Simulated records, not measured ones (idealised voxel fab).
You're looking at the process module voxel transistor to metal.
Cross-section cut: width 300 nm, square cells of 5 nm.
A cross-section in this document is a grid of square cells, and it is written down as bands, the top band listed before the ones below it; a band is made up of one or more rows of cells.
Band: top height; bottom height; in nm. Then, left to right: material with width in nm, for each material. "everywhere": a single material spanning edge to edge. "empty": empty space.
Height reference: 0 = level under which incoming wafer is all one material. Lowest band: no bottom, runs on downward, e.g. "z 0 and below".
With a width like "30 to 40", each row of cells in the band differs from the next by the same amount, the top row carrying the first number and the bottom row the second.
"all unchanged" after a step means that no cell of the cross-section changed.
"Sealed cavities": sealed empty spaces, 8 cells or more, no open way to top, listed width x height at distance, with distance from the left edge and width, height and distance in nm.
On each step's line, the part that comes after the settings is the simulator's own comment on the step.
overlay nm: right-of-plan distance of the mask on a masked step; negative values mean left-of-plan.
Intended process steps:
1. op RECEIVE | material Si
2. op OXIDIZE | depth nm 5
3. op CONFORMAL_DEP | material SiN | thk nm 10
4. op MASKED_ETCH | tone cover | mask id ACTIVE | width nm 115 | pitch nm 135 | etch materials SiN | depth nm 10 | overlay nm 0
5. op MASKED_ETCH | tone cover | mask id ACTIVE | width nm 115 | pitch nm 135 | etch materials SiO2 | depth nm 5 | overlay nm 0
6. op MASKED_ETCH | tone cover | mask id ACTIVE | width nm 115 | pitch nm 135 | etch materials Si | depth nm 35 | overlay nm 0
7. op OXIDIZE | depth nm 5
8. op FILL_DEP | material SiO2 | thk nm 10
9. op CMP | height nm 10
10. op SELECTIVE_ETCH | etch materials SiO2 | depth nm 5
11. op STRIP | etch materials SiN
12. op SELECTIVE_ETCH | etch materials SiO2 | depth nm 5
13. op OXIDIZE | depth nm 5
14. op DIRECTIONAL_DEP | material polySi | thk nm 20
15. op DIRECTIONAL_DEP | material SiCN | thk nm 15
16. op DIRECTIONAL_DEP | material aC | thk nm 10
17. op PATTERN | tone cover | mask id GATE | material resist | width nm 25 | pitch nm 135 | thk nm 30 | overlay nm 0
18. op DIRECTIONAL_ETCH | etch materials aC | depth nm 10
19. op STRIP | etch materials resist
20. op DIRECTIONAL_ETCH | etch materials SiCN | depth nm 25
21. op DIRECTIONAL_ETCH | etch materials polySi | depth nm 30
22. op STRIP | etch materials aC
23. op CONFORMAL_DEP | material SiO2 | thk nm 5
24. op DIRECTIONAL_ETCH | etch materials SiO2 | depth nm 5
25. op CONFORMAL_DEP | material SiN | thk nm 5
26. op DIRECTIONAL_ETCH | etch materials SiN | depth nm 5
27. op DIRECTIONAL_ETCH | etch materials SiO2 | depth nm 5
28. op DIRECTIONAL_ETCH | etch materials Si | depth nm 10
29. op EPI | material pSi | thk nm 10
30. op FILL_DEP | material SiO2 | thk nm 5
31. op CMP | height nm 15
32. op STRIP | etch materials polySi
33. op SELECTIVE_ETCH | etch materials SiO2 | depth nm 5
34. op CONFORMAL_DEP | material HfO2 | thk nm 5
35. op CONFORMAL_DEP | material TiN | thk nm 5
36. op FILL_DEP | material W | thk nm 10
37. op CMP | height nm 10
38. op DIRECTIONAL_DEP | material SiO2 | thk nm 15
39. op MASKED_ETCH | tone open | mask id CONTACT | width nm 15 | etch materials SiO2 | depth nm 35 | overlay nm 0
40. op CONFORMAL_DEP | material TiN | thk nm 5
41. op FILL_DEP | material Ru | thk nm 10
42. op CMP | height nm 25
43. op DIRECTIONAL_DEP | material TiN | thk nm 5
44. op DIRECTIONAL_DEP | material Ru | thk nm 25
45. op MASKED_ETCH | tone cover | mask id METAL_1 | width nm 15 | etch materials Ru | depth nm 25 | overlay nm 0
46. op MASKED_ETCH | tone cover | mask id METAL_1 | width nm 15 | etch materials TiN | depth nm 5 | overlay nm 0
47. op FILL_DEP | material lowk | thk nm 5
48. op CMP | height nm 55
49. op CONFORMAL_DEP | material SiN | thk nm 5
As-received wafer cross-section (after step 1):
    z 0 and below: Si everywhere
    Sealed cavities: none
Looking at the first of two wafers in cross-section at end of module - ran to plan:
    z 60 to 55: SiN everywhere
    z 55 to 30: lowk: 35; Ru: 15; lowk: 65; Ru: 15; lowk: 40; Ru: 15; lowk: 65; Ru: 15; lowk: 35
    z 30 to 25: lowk: 35; TiN: 15; lowk: 65; TiN: 15; lowk: 40; TiN: 15; lowk: 65; TiN: 15; lowk: 35
    z 25 to 10: SiO2: 35; TiN: 5; Ru: 5; TiN: 5; SiO2: 65; TiN: 5; Ru: 5; TiN: 5; SiO2: 40; TiN: 5; Ru: 5; TiN: 5; SiO2: 65; TiN: 5; Ru: 5; TiN: 5; SiO2: 35
    z 10 to 0: SiO2: 35; TiN: 5; Ru: 5; TiN: 5; SiO2: 10; SiN: 5; HfO2: 5; TiN: 5; W: 15; TiN: 5; HfO2: 5; SiN: 5; SiO2: 10; TiN: 5; Ru: 5; TiN: 5; SiO2: 40; TiN: 5; Ru: 5; TiN: 5; SiO2: 10; SiN: 5; HfO2: 5; TiN: 5; W: 15; TiN: 5; HfO2: 5; SiN: 5; SiO2: 10; TiN: 5; Ru: 5; TiN: 5; SiO2: 35
    z 0 to -5: SiO2: 25; SiN: 5; SiO2: 5; TiN: 5; Ru: 5; TiN: 5; pSi: 10; SiN: 5; HfO2: 5; TiN: 25; HfO2: 5; SiN: 5; pSi: 10; TiN: 5; Ru: 5; TiN: 5; SiO2: 5; SiN: 5; SiO2: 20; SiN: 5; SiO2: 5; TiN: 5; Ru: 5; TiN: 5; pSi: 10; SiN: 5; HfO2: 5; TiN: 25; HfO2: 5; SiN: 5; pSi: 10; TiN: 5; Ru: 5; TiN: 5; SiO2: 5; SiN: 5; SiO2: 25
    z -5 to -10: SiO2: 35; TiN: 15; pSi: 10; SiO2: 5; HfO2: 35; SiO2: 5; pSi: 10; TiN: 15; SiO2: 40; TiN: 15; pSi: 10; SiO2: 5; HfO2: 35; SiO2: 5; pSi: 10; TiN: 15; SiO2: 35
    z -10 to -20: SiO2: 30; pSi: 30; Si: 45; pSi: 30; SiO2: 30; pSi: 30; Si: 45; pSi: 30; SiO2: 30
    z -20 to -45: SiO2: 30; Si: 105; SiO2: 30; Si: 105; SiO2: 30
    z -45 and below: Si everywhere
    Sealed cavities: none
Second of two wafers, module complete, sectioned: it shares the first wafer's start and plan but was run with one mistake:
    z 60 to 55: SiN everywhere
    z 55 to 30: lowk: 35; Ru: 15; lowk: 65; Ru: 15; lowk: 40; Ru: 15; lowk: 65; Ru: 15; lowk: 35
    z 30 to 25: lowk: 35; TiN: 15; lowk: 65; TiN: 15; lowk: 40; TiN: 15; lowk: 65; TiN: 15; lowk: 35
    z 25 to 10: SiO2: 35; TiN: 5; Ru: 5; TiN: 5; SiO2: 65; TiN: 5; Ru: 5; TiN: 5; SiO2: 40; TiN: 5; Ru: 5; TiN: 5; SiO2: 65; TiN: 5; Ru: 5; TiN: 5; SiO2: 35
    z 10 to 0: SiO2: 35; TiN: 5; Ru: 5; TiN: 5; SiO2: 10; SiN: 5; HfO2: 5; TiN: 5; W: 15; TiN: 5; HfO2: 5; SiN: 5; SiO2: 10; TiN: 5; Ru: 5; TiN: 5; SiO2: 40; TiN: 5; Ru: 5; TiN: 5; SiO2: 10; SiN: 5; HfO2: 5; TiN: 5; W: 15; TiN: 5; HfO2: 5; SiN: 5; SiO2: 10; TiN: 5; Ru: 5; TiN: 5; SiO2: 35
    z 0 to -5: SiO2: 25; SiN: 5; SiO2: 5; TiN: 15; pSi: 10; SiN: 5; HfO2: 5; TiN: 25; HfO2: 5; SiN: 5; pSi: 10; TiN: 15; SiO2: 5; SiN: 5; SiO2: 20; SiN: 5; SiO2: 5; TiN: 15; pSi: 10; SiN: 5; HfO2: 5; TiN: 25; HfO2: 5; SiN: 5; pSi: 10; TiN: 15; SiO2: 5; SiN: 5; SiO2: 25
    z -5 to -10: SiO2: 30; pSi: 30; SiO2: 5; HfO2: 35; SiO2: 5; pSi: 30; SiO2: 30; pSi: 30; SiO2: 5; HfO2: 35; SiO2: 5; pSi: 30; SiO2: 30
    z -10 to -15: SiO2: 30; pSi: 30; Si: 45; pSi: 30; SiO2: 30; pSi: 30; Si: 45; pSi: 30; SiO2: 30
    z -15 to -45: SiO2: 30; Si: 105; SiO2: 30; Si: 105; SiO2: 30
    z -45 and below: Si everywhere
    Sealed cavities: none
Finding, execution versus plan: step 28 deviated from plan and actually ran as op DIRECTIONAL_ETCH | etch materials Si | depth nm 5
At the finish, the second wafer shows more or fewer cells for some materials than the first does: -4 Ru | +24 Si | -4 SiO2 | -8 TiN | -8 pSi
